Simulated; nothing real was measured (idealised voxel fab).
process module | voxel self aligned vias
cross-section cut | 180 nm wide | cells 5 nm
A cross-section is a grid of square cells, given in bands from the top down. A band is one or more rows of cells.
Each band's line starts with the height of the band's top and of its bottom, in nm. Then come its materials from left to right, each with its width in nm. One material with "throughout" fills the band from edge to edge. "air" is empty space.
Height 0 is the level under which the wafer as received is all one material. The lowest band goes on downwards, as in "0 down".
A width such as "30 to 40" changes by the same amount from each row of cells to the next, from the band's top row to its bottom row.
"no change" after a step means that no cell of the cross-section changed.
closed voids: empty space of 8 cells or more with no open way to the top, each as width x height at its distance from the left edge, in nm
after a step's settings: what the simulator itself notes on the step
overlay nm, on a step with a mask: how far to the right of its planned place the mask lay; to the left if negative
plan
1 op RECEIVE | material Si
2 op CONFORMAL_DEP | material SiO2 | thk nm 10
3 op CONFORMAL_DEP | material SiCN | thk nm 5
4 op DIRECTIONAL_DEP | material SiO2 | thk nm 25
5 op PATTERN | tone open | mask id LINES | material resist | width nm 30 | pitch nm 55 | thk nm 20 | overlay nm 0
6 op DIRECTIONAL_ETCH | etch materials SiO2 | depth nm 25
7 op STRIP | etch materials resist
8 op CONFORMAL_DEP | material TiN | thk nm 5
9 op FILL_DEP | material W | thk nm 10
10 op CMP | height nm 40
11 op SELECTIVE_ETCH | etch materials W Ru TiN | depth nm 10
12 op FILL_DEP | material SiN | thk nm 5
13 op CMP | height nm 40
14 op DIRECTIONAL_DEP | material SiO2 | thk nm 20
15 op PATTERN | tone open | mask id VIAS | material resist | width nm 40 | pitch nm 55 | thk nm 20 | overlay nm 0
16 op DIRECTIONAL_ETCH | etch materials SiO2 | depth nm 20
17 op DIRECTIONAL_ETCH | etch materials SiN | depth nm 10
18 op STRIP | etch materials resist
19 op CONFORMAL_DEP | material TiN | thk nm 5
20 op FILL_DEP | material Cu | thk nm 5
21 op CMP | height nm 60
22 op CONFORMAL_DEP | material SiN | thk nm 5
as received, after step 1
  0 down: Si throughout
  closed voids: none
first wafer at the end, as planned
  65 to 60: SiN throughout
  60 to 45: SiO2 40 | TiN 5 | Cu 30 | TiN 5 | SiO2 15 | TiN 5 | Cu 30 | TiN 5 | SiO2 45
  45 to 35: SiO2 40 to 45 | TiN 10 to 5 | Cu 20 | TiN 10 to 5 | SiO2 15 to 25 | TiN 10 to 5 | Cu 20 | TiN 10 to 5 | SiO2 45 to 50
  35 to 30: SiO2 45 | TiN 30 | SiO2 25 | TiN 30 | SiO2 50
  30 to 20: SiO2 45 | TiN 5 | W 20 | TiN 5 | SiO2 25 | TiN 5 | W 20 | TiN 5 | SiO2 50
  20 to 15: SiO2 45 | TiN 30 | SiO2 25 | TiN 30 | SiO2 50
  15 to 10: SiCN throughout
  10 to 0: SiO2 throughout
  0 down: Si throughout
  closed voids: none
second wafer at the end: like start, like plan, one mistake
  65 to 60: SiN throughout
  60 to 45: SiO2 40 | TiN 5 | Cu 30 | TiN 5 | SiO2 15 | TiN 5 | Cu 30 | TiN 5 | SiO2 45
  45 to 35: SiO2 40 to 50 | TiN 15 to 5 | Cu 15 | TiN 10 to 5 | SiO2 15 to 30 | TiN 15 to 5 | Cu 15 | TiN 10 to 5 | SiO2 45 to 50
  35 to 30: SiO2 50 | TiN 25 | SiO2 30 | TiN 25 | SiO2 50
  30 to 20: SiO2 50 | TiN 5 | W 15 | TiN 5 | SiO2 30 | TiN 5 | W 15 | TiN 5 | SiO2 50
  20 to 15: SiO2 50 | TiN 25 | SiO2 30 | TiN 25 | SiO2 50
  15 to 10: SiCN throughout
  10 to 0: SiO2 throughout
  0 down: Si throughout
  closed voids: none
what went wrong: step 5 ran as: op PATTERN | tone open | mask id LINES | material resist | width nm 25 | pitch nm 55 | thk nm 20 | overlay nm 0
at the end the second wafer has, in cells: 4 fewer of Cu | 10 more of SiO2 | 2 fewer of TiN | 4 fewer of W
